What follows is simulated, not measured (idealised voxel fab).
Documented hereafter: the process module known as voxel plated lines.
Each square cell in cross-section cut measures 5 nm, and the section as a whole is 255 nm wide.
We lay out every cross-section as a grid of square cells and spell it out in bands from the top down, where one band means one or more rows of cells. The band entry comprises the height of the band's top followed by the height of its bottom, expressed in nm, and subsequently the band's materials from left to right, each stated together with its width in nm. Where a single material is marked with the word "throughout", that material fills the band from edge to edge. The word "blank" represents empty space. Note: height 0 marks the level under which the wafer is uniformly one material as received. Lowest band unbounded below, written "top 0, no bottom". A width such as "30 to 40" changes by the same amount from each row of cells to the next, from the band's top row to its bottom row. Basically "no modifications" means that step didn't change any cell in the cross-section. Reported under the label "Unvented voids" are the empty spaces having no open way to the top and comprising 8 cells or more; the notation for each is width x height at distance, in which the distance is measured from the left edge and all three values are in nm. after a step's settings: what the simulator itself notes on the step. "overlay nm", when on a step's line for a step with a mask, measures how far to the right of its planned place the mask lay; a negative measure means to the left.

### Planned step list for the process
1,RECEIVE (material Si)
2,CONFORMAL_DEP (material SiO2; thk nm 15)
3,DIRECTIONAL_DEP (material TiN; thk nm 5)
4,PATTERN (tone open; mask id LINES; material resist; width nm 20; pitch nm 40; thk nm 40; overlay nm 0)
5,EPI (material Ru; thk nm 10)
6,EPI (material Ru; thk nm 5)
7,EPI (material Ru; thk nm 5)
8,STRIP (etch materials resist)
9,DIRECTIONAL_ETCH (etch materials TiN; depth nm 5)
10,CONFORMAL_DEP (material SiCN; thk nm 10)

### Delivered wafer in cross-section: state after step 1
top 0, no bottom | Si throughout
Unvented voids: none

### Cross-section, first of two wafers, end of module, run as planned
top 50, bottom 40 | blank (65) | SiCN (120) | blank (70)
top 40, bottom 25 | blank (65) | SiCN (10) | Ru (20) | SiCN (20) | Ru (20) | SiCN (20) | Ru (20) | SiCN (10) | blank (70)
top 25, bottom 20 | SiCN (75) | Ru (20) | SiCN (20) | Ru (20) | SiCN (20) | Ru (20) | SiCN (80)
top 20, bottom 15 | SiCN (75) | TiN (20) | SiCN (20) | TiN (20) | SiCN (20) | TiN (20) | SiCN (80)
top 15, bottom 0 | SiO2 throughout
top 0, no bottom | Si throughout
Unvented voids: none

### Here is the second of the two wafers cut open at the end of the module - same start, same plan as the first one, but we made one mistake running it
top 50, bottom 40 | blank (65) | SiCN (120) | blank (70)
top 40, bottom 25 | blank (65) | SiCN (10) | Ru (20) | SiCN (20) | Ru (20) | SiCN (20) | Ru (20) | SiCN (10) | blank (70)
top 25, bottom 20 | SiCN (75) | Ru (20) | SiCN (20) | Ru (20) | SiCN (20) | Ru (20) | SiCN (80)
top 20, bottom 15 | SiCN (75) | TiN (20) | SiCN (20) | TiN (20) | SiCN (20) | TiN (20) | SiCN (80)
top 15, bottom 0 | SiCN throughout
top 0, no bottom | Si throughout
Unvented voids: none
Plan not followed: step 2 deviated from plan and actually ran as CONFORMAL_DEP (material SiCN; thk nm 15)
It is noted that, at the conclusion of processing, the second wafer exhibits a higher or lower cell count for certain materials relative to the first: SiCN: 153 more | SiO2: 153 fewer
